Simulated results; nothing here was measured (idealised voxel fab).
The process module presented herein is designated voxel capacitor over wiring.
FYI the section here is cut, 255 nm wide, cells are 5 nm squares.
A cross-section is a grid of square cells, given in bands from the top down. A band is one or more rows of cells. Heads up on the band format: heights come first, top then bottom, in nm. After that it's the materials left to right, each with its width in nm. A single material flagged "full width" fills the whole band edge to edge, and "blank" means there's empty space there. Heights are measured from 0, the level below which the as-received wafer is all one material; the lowest band has no bottom and continues downward, written as in "0 -> down". A width given as "30->40" starts at the first number in the band's top row and ends at the second number in its bottom row, shifting by an equal amount at every step from row to row. It should be understood that the words "all unchanged", when stated for a given step, signify that the cross-section underwent no change in any of its cells during that step. Empty spaces counting at least 8 cells and having no open way to the top are listed in "Listed closed voids". The notation width x height at distance is used for each, the distance being from the left edge and all three values in nm. Text after the settings on a step's line: the simulator's own remark on that step. The setting "overlay nm" may be written on the line of a step. When the step uses a mask, the value reports how far to the right of the planned place the mask lay, and a negative value reports that it lay to the left.

**So here's the lineup of process steps we planned**
1: RECEIVE with material Si
2: CONFORMAL_DEP with material SiO2, thk nm 10
3: CONFORMAL_DEP with material SiN, thk nm 5
4: DIRECTIONAL_DEP with material SiO2, thk nm 20
5: PATTERN with tone open, mask id METAL_1, material resist, width nm 30, pitch nm 80, thk nm 15, overlay nm 0
6: DIRECTIONAL_ETCH with etch materials SiO2, depth nm 20
7: DIRECTIONAL_ETCH with etch materials SiN, depth nm 5
8: STRIP with etch materials resist
9: CONFORMAL_DEP with material TiN, thk nm 5
10: FILL_DEP with material Ru, thk nm 5
11: CMP with height nm 35
12: EPI with material Ru, thk nm 5
13: FILL_DEP with material SiCN, thk nm 5
14: DIRECTIONAL_DEP with material lowk, thk nm 10
15: PATTERN with tone open, mask id PLUG_1, material resist, width nm 15, thk nm 15, overlay nm 0
16: DIRECTIONAL_ETCH with etch materials lowk, depth nm 10
17: DIRECTIONAL_ETCH with etch materials SiCN, depth nm 5
18: STRIP with etch materials resist
19: EPI with material Ru, thk nm 10
20: EPI with material Ru, thk nm 5
21: DIRECTIONAL_DEP with material TiN, thk nm 5
22: DIRECTIONAL_DEP with material SiN, thk nm 5
23: DIRECTIONAL_DEP with material TiN, thk nm 10
24: DIRECTIONAL_DEP with material aC, thk nm 10
25: PATTERN with tone cover, mask id UPPER_PLATE, material resist, width nm 55, thk nm 25, overlay nm 0
26: DIRECTIONAL_ETCH with etch materials aC, depth nm 10
27: STRIP with etch materials resist
28: DIRECTIONAL_ETCH with etch materials TiN, depth nm 10
29: DIRECTIONAL_ETCH with etch materials SiN, depth nm 5
30: STRIP with etch materials aC
31: PATTERN with tone cover, mask id LOWER_PLATE, material resist, width nm 65, thk nm 20, overlay nm 0
32: DIRECTIONAL_ETCH with etch materials TiN, depth nm 5
33: STRIP with etch materials resist
34: FILL_DEP with material SiO2, thk nm 15
35: CMP with height nm 85
36: DIRECTIONAL_DEP with material aC, thk nm 10
37: PATTERN with tone open, mask id PLUG_2, material resist, width nm 15, thk nm 30, overlay nm 0
38: DIRECTIONAL_ETCH with etch materials aC, depth nm 10
39: STRIP with etch materials resist
40: DIRECTIONAL_ETCH with etch materials SiO2, depth nm 10
41: STRIP with etch materials aC
42: CONFORMAL_DEP with material TiN, thk nm 5
43: FILL_DEP with material Ru, thk nm 5
44: CMP with height nm 85
45: CONFORMAL_DEP with material SiN, thk nm 5

**First wafer, two in total, run as planned**

**Here's what the wafer looked like in cross-section when it arrived - that's after step 1**
* 0 -> down = Si full width
* Listed closed voids: none

**After step 2, in cross-section**
* 10 -> 0 = SiO2 full width
* Note: structure below 0 unchanged.

**After step 3, in cross-section**
* 15 -> 10 = SiN full width
* Note: structure below 10 unchanged.

**After step 4, in cross-section**
* 35 -> 15 = SiO2 full width
* Note: structure below 15 unchanged.

**After step 5, in cross-section**
* 50 -> 35 = 70 nm resist / 30 nm blank / 50 nm resist / 30 nm blank / 75 nm resist
* Note: structure below 35 unchanged.

**After step 6, in cross-section**
* 50 -> 35 = 70 nm resist / 30 nm blank / 50 nm resist / 30 nm blank / 75 nm resist
* 35 -> 15 = 70 nm SiO2 / 30 nm blank / 50 nm SiO2 / 30 nm blank / 75 nm SiO2
* Note: structure below 15 unchanged.

**After step 7, in cross-section**
* 50 -> 35 = 70 nm resist / 30 nm blank / 50 nm resist / 30 nm blank / 75 nm resist
* 35 -> 15 = 70 nm SiO2 / 30 nm blank / 50 nm SiO2 / 30 nm blank / 75 nm SiO2
* 15 -> 10 = 70 nm SiN / 30 nm blank / 50 nm SiN / 30 nm blank / 75 nm SiN
* Note: structure below 10 unchanged.

**After step 8, in cross-section**
* 35 -> 15 = 70 nm SiO2 / 30 nm blank / 50 nm SiO2 / 30 nm blank / 75 nm SiO2
* Note: structure below 15 unchanged.

**After step 9, in cross-section**
* 40 -> 35 = 75 nm TiN / 20 nm blank / 60 nm TiN / 20 nm blank / 80 nm TiN
* 35 -> 15 = 70 nm SiO2 / 5 nm TiN / 20 nm blank / 5 nm TiN / 50 nm SiO2 / 5 nm TiN / 20 nm blank / 5 nm TiN / 75 nm SiO2
* 15 -> 10 = 70 nm SiN / 30 nm TiN / 50 nm SiN / 30 nm TiN / 75 nm SiN
* Note: structure below 10 unchanged.

**After step 10, in cross-section**
* 45 -> 40 = Ru full width
* 40 -> 35 = 75 nm TiN / 20 nm Ru / 60 nm TiN / 20 nm Ru / 80 nm TiN
* 35 -> 15 = 70 nm SiO2 / 5 nm TiN / 20 nm Ru / 5 nm TiN / 50 nm SiO2 / 5 nm TiN / 20 nm Ru / 5 nm TiN / 75 nm SiO2
* Note: structure below 15 unchanged.

**After step 11, in cross-section**
* 35 -> 15 = 70 nm SiO2 / 5 nm TiN / 20 nm Ru / 5 nm TiN / 50 nm SiO2 / 5 nm TiN / 20 nm Ru / 5 nm TiN / 75 nm SiO2
* Note: structure below 15 unchanged.

**After step 12, in cross-section**
* 40 -> 35 = 65 nm blank / 40 nm Ru / 40 nm blank / 40 nm Ru / 70 nm blank
* Note: structure below 35 unchanged.

**After step 13, in cross-section**
* 45 -> 40 = SiCN full width
* 40 -> 35 = 65 nm SiCN / 40 nm Ru / 40 nm SiCN / 40 nm Ru / 70 nm SiCN
* Note: structure below 35 unchanged.

**After step 14, in cross-section**
* 55 -> 45 = lowk full width
* Note: structure below 45 unchanged.

**After step 15, in cross-section**
* 70 -> 55 = 85 nm resist / 15 nm blank / 155 nm resist
* Note: structure below 55 unchanged.

**After step 16, in cross-section**
* 70 -> 55 = 85 nm resist / 15 nm blank / 155 nm resist
* 55 -> 45 = 85 nm lowk / 15 nm blank / 155 nm lowk
* Note: structure below 45 unchanged.

**After step 17, in cross-section**
* 70 -> 55 = 85 nm resist / 15 nm blank / 155 nm resist
* 55 -> 45 = 85 nm lowk / 15 nm blank / 155 nm lowk
* 45 -> 40 = 85 nm SiCN / 15 nm blank / 155 nm SiCN
* Note: structure below 40 unchanged.

**After step 18, in cross-section**
* 55 -> 45 = 85 nm lowk / 15 nm blank / 155 nm lowk
* Note: structure below 45 unchanged.

**After step 19, in cross-section**
* 55 -> 50 = 85 nm lowk / 15 nm blank / 155 nm lowk
* 50 -> 45 = 85 nm lowk / 15 nm Ru / 155 nm lowk
* 45 -> 40 = 85 nm SiCN / 15 nm Ru / 155 nm SiCN
* Note: structure below 40 unchanged.

**After step 20, in cross-section**
* 55 -> 45 = 85 nm lowk / 15 nm Ru / 155 nm lowk
* Note: structure below 45 unchanged.

**After step 21, in cross-section**
* 60 -> 55 = TiN full width
* Note: structure below 55 unchanged.

**After step 22, in cross-section**
* 65 -> 60 = SiN full width
* Note: structure below 60 unchanged.

**After step 23, in cross-section**
* 75 -> 65 = TiN full width
* Note: structure below 65 unchanged.

**After step 24, in cross-section**
* 85 -> 75 = aC full width
* Note: structure below 75 unchanged.

**After step 25, in cross-section**
* 110 -> 85 = 85 nm blank / 55 nm resist / 115 nm blank
* Note: structure below 85 unchanged.

**After step 26, in cross-section**
* 100 -> 85 = 85 nm blank / 55 nm resist / 115 nm blank
* 85 -> 75 = 85 nm blank / 55 nm aC / 115 nm blank
* Note: structure below 75 unchanged.

**After step 27, in cross-section**
* 85 -> 75 = 85 nm blank / 55 nm aC / 115 nm blank
* Note: structure below 75 unchanged.

**After step 28, in cross-section**
* 85 -> 75 = 85 nm blank / 55 nm aC / 115 nm blank
* 75 -> 65 = 85 nm blank / 55 nm TiN / 115 nm blank
* Note: structure below 65 unchanged.

**After step 29, in cross-section**
* 85 -> 75 = 85 nm blank / 55 nm aC / 115 nm blank
* 75 -> 65 = 85 nm blank / 55 nm TiN / 115 nm blank
* 65 -> 60 = 85 nm blank / 55 nm SiN / 115 nm blank
* Note: structure below 60 unchanged.

**After step 30, in cross-section**
* 75 -> 65 = 85 nm blank / 55 nm TiN / 115 nm blank
* Note: structure below 65 unchanged.

**After step 31, in cross-section**
* 95 -> 75 = 80 nm blank / 65 nm resist / 110 nm blank
* 75 -> 65 = 80 nm blank / 5 nm resist / 55 nm TiN / 5 nm resist / 110 nm blank
* 65 -> 60 = 80 nm blank / 5 nm resist / 55 nm SiN / 5 nm resist / 110 nm blank
* Note: structure below 60 unchanged.

**After step 32, in cross-section**
* 95 -> 75 = 80 nm blank / 65 nm resist / 110 nm blank
* 75 -> 65 = 80 nm blank / 5 nm resist / 55 nm TiN / 5 nm resist / 110 nm blank
* 65 -> 60 = 80 nm blank / 5 nm resist / 55 nm SiN / 5 nm resist / 110 nm blank
* 60 -> 55 = 80 nm blank / 65 nm TiN / 110 nm blank
* Note: structure below 55 unchanged.

**After step 33, in cross-section**
* 75 -> 65 = 85 nm blank / 55 nm TiN / 115 nm blank
* 65 -> 60 = 85 nm blank / 55 nm SiN / 115 nm blank
* Note: structure below 60 unchanged.

**After step 34, in cross-section**
* 90 -> 75 = SiO2 full width
* 75 -> 65 = 85 nm SiO2 / 55 nm TiN / 115 nm SiO2
* 65 -> 60 = 85 nm SiO2 / 55 nm SiN / 115 nm SiO2
* 60 -> 55 = 80 nm SiO2 / 65 nm TiN / 110 nm SiO2
* Note: structure below 55 unchanged.

**After step 35, in cross-section**
* 85 -> 75 = SiO2 full width
* Note: structure below 75 unchanged.

**After step 36, in cross-section**
* 95 -> 85 = aC full width
* Note: structure below 85 unchanged.

**After step 37, in cross-section**
* 125 -> 95 = 95 nm resist / 15 nm blank / 145 nm resist
* Note: structure below 95 unchanged.

**After step 38, in cross-section**
* 115 -> 95 = 95 nm resist / 15 nm blank / 145 nm resist
* 95 -> 85 = 95 nm aC / 15 nm blank / 145 nm aC
* Note: structure below 85 unchanged.

**After step 39, in cross-section**
* 95 -> 85 = 95 nm aC / 15 nm blank / 145 nm aC
* Note: structure below 85 unchanged.

**After step 40, in cross-section**
* 95 -> 85 = 95 nm aC / 15 nm blank / 145 nm aC
* 85 -> 75 = 95 nm SiO2 / 15 nm blank / 145 nm SiO2
* Note: structure below 75 unchanged.

**After step 41, in cross-section**
* 85 -> 75 = 95 nm SiO2 / 15 nm blank / 145 nm SiO2
* Note: structure below 75 unchanged.

**After step 42, in cross-section**
* 90 -> 85 = 100 nm TiN / 5 nm blank / 150 nm TiN
* 85 -> 80 = 95 nm SiO2 / 5 nm TiN / 5 nm blank / 5 nm TiN / 145 nm SiO2
* 80 -> 75 = 95 nm SiO2 / 15 nm TiN / 145 nm SiO2
* Note: structure below 75 unchanged.

**After step 43, in cross-section**
* 95 -> 90 = Ru full width
* 90 -> 85 = 100 nm TiN / 5 nm Ru / 150 nm TiN
* 85 -> 80 = 95 nm SiO2 / 5 nm TiN / 5 nm Ru / 5 nm TiN / 145 nm SiO2
* Note: structure below 80 unchanged.

**After step 44, in cross-section**
* 85 -> 80 = 95 nm SiO2 / 5 nm TiN / 5 nm Ru / 5 nm TiN / 145 nm SiO2
* Note: structure below 80 unchanged.

**After step 45, in cross-section**
* 90 -> 85 = SiN full width
* Note: structure below 85 unchanged.

**Regarding the second of the two wafers: it shared the first wafer's starting condition and process plan, yet one error occurred during its execution. Its history coincides with that of the first wafer up to and including step 4**

**Second wafer profile in section, at the moment step 5 of the plan was meant to be complete**
* 50 -> 35 = 75 nm resist / 20 nm blank / 60 nm resist / 20 nm blank / 80 nm resist
* Note: structure below 35 unchanged.

**Second wafer profile in section, at the moment step 6 of the plan was meant to be complete**
* 50 -> 35 = 75 nm resist / 20 nm blank / 60 nm resist / 20 nm blank / 80 nm resist
* 35 -> 15 = 75 nm SiO2 / 20 nm blank / 60 nm SiO2 / 20 nm blank / 80 nm SiO2
* Note: structure below 15 unchanged.

**Second wafer profile in section, at the moment step 7 of the plan was meant to be complete**
* 50 -> 35 = 75 nm resist / 20 nm blank / 60 nm resist / 20 nm blank / 80 nm resist
* 35 -> 15 = 75 nm SiO2 / 20 nm blank / 60 nm SiO2 / 20 nm blank / 80 nm SiO2
* 15 -> 10 = 75 nm SiN / 20 nm blank / 60 nm SiN / 20 nm blank / 80 nm SiN
* Note: structure below 10 unchanged.

**Second wafer profile in section, at the moment step 8 of the plan was meant to be complete**
* 35 -> 15 = 75 nm SiO2 / 20 nm blank / 60 nm SiO2 / 20 nm blank / 80 nm SiO2
* Note: structure below 15 unchanged.

**Second wafer profile in section, at the moment step 9 of the plan was meant to be complete**
* 40 -> 35 = 80 nm TiN / 10 nm blank / 70 nm TiN / 10 nm blank / 85 nm TiN
* 35 -> 15 = 75 nm SiO2 / 5 nm TiN / 10 nm blank / 5 nm TiN / 60 nm SiO2 / 5 nm TiN / 10 nm blank / 5 nm TiN / 80 nm SiO2
* 15 -> 10 = 75 nm SiN / 20 nm TiN / 60 nm SiN / 20 nm TiN / 80 nm SiN
* Note: structure below 10 unchanged.

**Second wafer profile in section, at the moment step 10 of the plan was meant to be complete**
* 45 -> 40 = Ru full width
* 40 -> 35 = 80 nm TiN / 10 nm Ru / 70 nm TiN / 10 nm Ru / 85 nm TiN
* 35 -> 15 = 75 nm SiO2 / 5 nm TiN / 10 nm Ru / 5 nm TiN / 60 nm SiO2 / 5 nm TiN / 10 nm Ru / 5 nm TiN / 80 nm SiO2
* Note: structure below 15 unchanged.

**Second wafer profile in section, at the moment step 11 of the plan was meant to be complete**
* 35 -> 15 = 75 nm SiO2 / 5 nm TiN / 10 nm Ru / 5 nm TiN / 60 nm SiO2 / 5 nm TiN / 10 nm Ru / 5 nm TiN / 80 nm SiO2
* Note: structure below 15 unchanged.

**Second wafer profile in section, at the moment step 12 of the plan was meant to be complete**
* 40 -> 35 = 70 nm blank / 30 nm Ru / 50 nm blank / 30 nm Ru / 75 nm blank
* Note: structure below 35 unchanged.

**Second wafer profile in section, at the moment step 13 of the plan was meant to be complete**
* 45 -> 40 = SiCN full width
* 40 -> 35 = 70 nm SiCN / 30 nm Ru / 50 nm SiCN / 30 nm Ru / 75 nm SiCN
* Note: structure below 35 unchanged.

**Second wafer profile in section, at the moment step 14 of the plan was meant to be complete**
* 55 -> 45 = lowk full width
* Note: structure below 45 unchanged.

**Second wafer profile in section, at the moment step 15 of the plan was meant to be complete**
* 70 -> 55 = 85 nm resist / 15 nm blank / 155 nm resist
* Note: structure below 55 unchanged.

**Second wafer profile in section, at the moment step 16 of the plan was meant to be complete**
* 70 -> 55 = 85 nm resist / 15 nm blank / 155 nm resist
* 55 -> 45 = 85 nm lowk / 15 nm blank / 155 nm lowk
* Note: structure below 45 unchanged.

**Second wafer profile in section, at the moment step 17 of the plan was meant to be complete**
* 70 -> 55 = 85 nm resist / 15 nm blank / 155 nm resist
* 55 -> 45 = 85 nm lowk / 15 nm blank / 155 nm lowk
* 45 -> 40 = 85 nm SiCN / 15 nm blank / 155 nm SiCN
* Note: structure below 40 unchanged.

**Second wafer profile in section, at the moment step 18 of the plan was meant to be complete**
* 55 -> 45 = 85 nm lowk / 15 nm blank / 155 nm lowk
* Note: structure below 45 unchanged.

**Second wafer profile in section, at the moment step 19 of the plan was meant to be complete**
* 55 -> 50 = 85 nm lowk / 15 nm blank / 155 nm lowk
* 50 -> 45 = 85 nm lowk / 15 nm Ru / 155 nm lowk
* 45 -> 40 = 85 nm SiCN / 15 nm Ru / 155 nm SiCN
* Note: structure below 40 unchanged.

**Second wafer profile in section, at the moment step 20 of the plan was meant to be complete**
* 55 -> 45 = 85 nm lowk / 15 nm Ru / 155 nm lowk
* Note: structure below 45 unchanged.

**Second wafer profile in section, at the moment step 21 of the plan was meant to be complete**
* 60 -> 55 = TiN full width
* Note: structure below 55 unchanged.

**Second wafer profile in section, at the moment step 22 of the plan was meant to be complete**
* 65 -> 60 = SiN full width
* Note: structure below 60 unchanged.

**Second wafer profile in section, at the moment step 23 of the plan was meant to be complete**
* 75 -> 65 = TiN full width
* Note: structure below 65 unchanged.

**Second wafer profile in section, at the moment step 24 of the plan was meant to be complete**
* 85 -> 75 = aC full width
* Note: structure below 75 unchanged.

**Second wafer profile in section, at the moment step 25 of the plan was meant to be complete**
* 110 -> 85 = 85 nm blank / 55 nm resist / 115 nm blank
* Note: structure below 85 unchanged.

**Second wafer profile in section, at the moment step 26 of the plan was meant to be complete**
* 100 -> 85 = 85 nm blank / 55 nm resist / 115 nm blank
* 85 -> 75 = 85 nm blank / 55 nm aC / 115 nm blank
* Note: structure below 75 unchanged.

**Second wafer profile in section, at the moment step 27 of the plan was meant to be complete**
* 85 -> 75 = 85 nm blank / 55 nm aC / 115 nm blank
* Note: structure below 75 unchanged.

**Second wafer profile in section, at the moment step 28 of the plan was meant to be complete**
* 85 -> 75 = 85 nm blank / 55 nm aC / 115 nm blank
* 75 -> 65 = 85 nm blank / 55 nm TiN / 115 nm blank
* Note: structure below 65 unchanged.

**Second wafer profile in section, at the moment step 29 of the plan was meant to be complete**
* 85 -> 75 = 85 nm blank / 55 nm aC / 115 nm blank
* 75 -> 65 = 85 nm blank / 55 nm TiN / 115 nm blank
* 65 -> 60 = 85 nm blank / 55 nm SiN / 115 nm blank
* Note: structure below 60 unchanged.

**Second wafer profile in section, at the moment step 30 of the plan was meant to be complete**
* 75 -> 65 = 85 nm blank / 55 nm TiN / 115 nm blank
* Note: structure below 65 unchanged.

**Second wafer profile in section, at the moment step 31 of the plan was meant to be complete**
* 95 -> 75 = 80 nm blank / 65 nm resist / 110 nm blank
* 75 -> 65 = 80 nm blank / 5 nm resist / 55 nm TiN / 5 nm resist / 110 nm blank
* 65 -> 60 = 80 nm blank / 5 nm resist / 55 nm SiN / 5 nm resist / 110 nm blank
* Note: structure below 60 unchanged.

**Second wafer profile in section, at the moment step 32 of the plan was meant to be complete**
* 95 -> 75 = 80 nm blank / 65 nm resist / 110 nm blank
* 75 -> 65 = 80 nm blank / 5 nm resist / 55 nm TiN / 5 nm resist / 110 nm blank
* 65 -> 60 = 80 nm blank / 5 nm resist / 55 nm SiN / 5 nm resist / 110 nm blank
* 60 -> 55 = 80 nm blank / 65 nm TiN / 110 nm blank
* Note: structure below 55 unchanged.

**Second wafer profile in section, at the moment step 33 of the plan was meant to be complete**
* 75 -> 65 = 85 nm blank / 55 nm TiN / 115 nm blank
* 65 -> 60 = 85 nm blank / 55 nm SiN / 115 nm blank
* Note: structure below 60 unchanged.

**Second wafer profile in section, at the moment step 34 of the plan was meant to be complete**
* 90 -> 75 = SiO2 full width
* 75 -> 65 = 85 nm SiO2 / 55 nm TiN / 115 nm SiO2
* 65 -> 60 = 85 nm SiO2 / 55 nm SiN / 115 nm SiO2
* 60 -> 55 = 80 nm SiO2 / 65 nm TiN / 110 nm SiO2
* Note: structure below 55 unchanged.

**Second wafer profile in section, at the moment step 35 of the plan was meant to be complete**
* 85 -> 75 = SiO2 full width
* Note: structure below 75 unchanged.

**Second wafer profile in section, at the moment step 36 of the plan was meant to be complete**
* 95 -> 85 = aC full width
* Note: structure below 85 unchanged.

**Second wafer profile in section, at the moment step 37 of the plan was meant to be complete**
* 125 -> 95 = 95 nm resist / 15 nm blank / 145 nm resist
* Note: structure below 95 unchanged.

**Second wafer profile in section, at the moment step 38 of the plan was meant to be complete**
* 115 -> 95 = 95 nm resist / 15 nm blank / 145 nm resist
* 95 -> 85 = 95 nm aC / 15 nm blank / 145 nm aC
* Note: structure below 85 unchanged.

**Second wafer profile in section, at the moment step 39 of the plan was meant to be complete**
* 95 -> 85 = 95 nm aC / 15 nm blank / 145 nm aC
* Note: structure below 85 unchanged.

**Second wafer profile in section, at the moment step 40 of the plan was meant to be complete**
* 95 -> 85 = 95 nm aC / 15 nm blank / 145 nm aC
* 85 -> 75 = 95 nm SiO2 / 15 nm blank / 145 nm SiO2
* Note: structure below 75 unchanged.

**Second wafer profile in section, at the moment step 41 of the plan was meant to be complete**
* 85 -> 75 = 95 nm SiO2 / 15 nm blank / 145 nm SiO2
* Note: structure below 75 unchanged.

**Second wafer profile in section, at the moment step 42 of the plan was meant to be complete**
* 90 -> 85 = 100 nm TiN / 5 nm blank / 150 nm TiN
* 85 -> 80 = 95 nm SiO2 / 5 nm TiN / 5 nm blank / 5 nm TiN / 145 nm SiO2
* 80 -> 75 = 95 nm SiO2 / 15 nm TiN / 145 nm SiO2
* Note: structure below 75 unchanged.

**Second wafer profile in section, at the moment step 43 of the plan was meant to be complete**
* 95 -> 90 = Ru full width
* 90 -> 85 = 100 nm TiN / 5 nm Ru / 150 nm TiN
* 85 -> 80 = 95 nm SiO2 / 5 nm TiN / 5 nm Ru / 5 nm TiN / 145 nm SiO2
* Note: structure below 80 unchanged.

**Second wafer profile in section, at the moment step 44 of the plan was meant to be complete**
* 85 -> 80 = 95 nm SiO2 / 5 nm TiN / 5 nm Ru / 5 nm TiN / 145 nm SiO2
* Note: structure below 80 unchanged.

**Second wafer profile in section, at the moment step 45 of the plan was meant to be complete**
* 90 -> 85 = SiN full width
* Note: structure below 85 unchanged.
It is concluded that the wafer was processed incorrectly with respect to the plan, in that the process deviated at step 5: the operation and settings actually run there were PATTERN with tone open, mask id METAL_1, material resist, width nm 20, pitch nm 80, thk nm 15, overlay nm 0
It is noted that, at the conclusion of processing, the second wafer exhibits a higher or lower cell count for certain materials relative to the first: -20 Ru, +4 SiCN, +4 SiN, +16 SiO2, -4 TiN
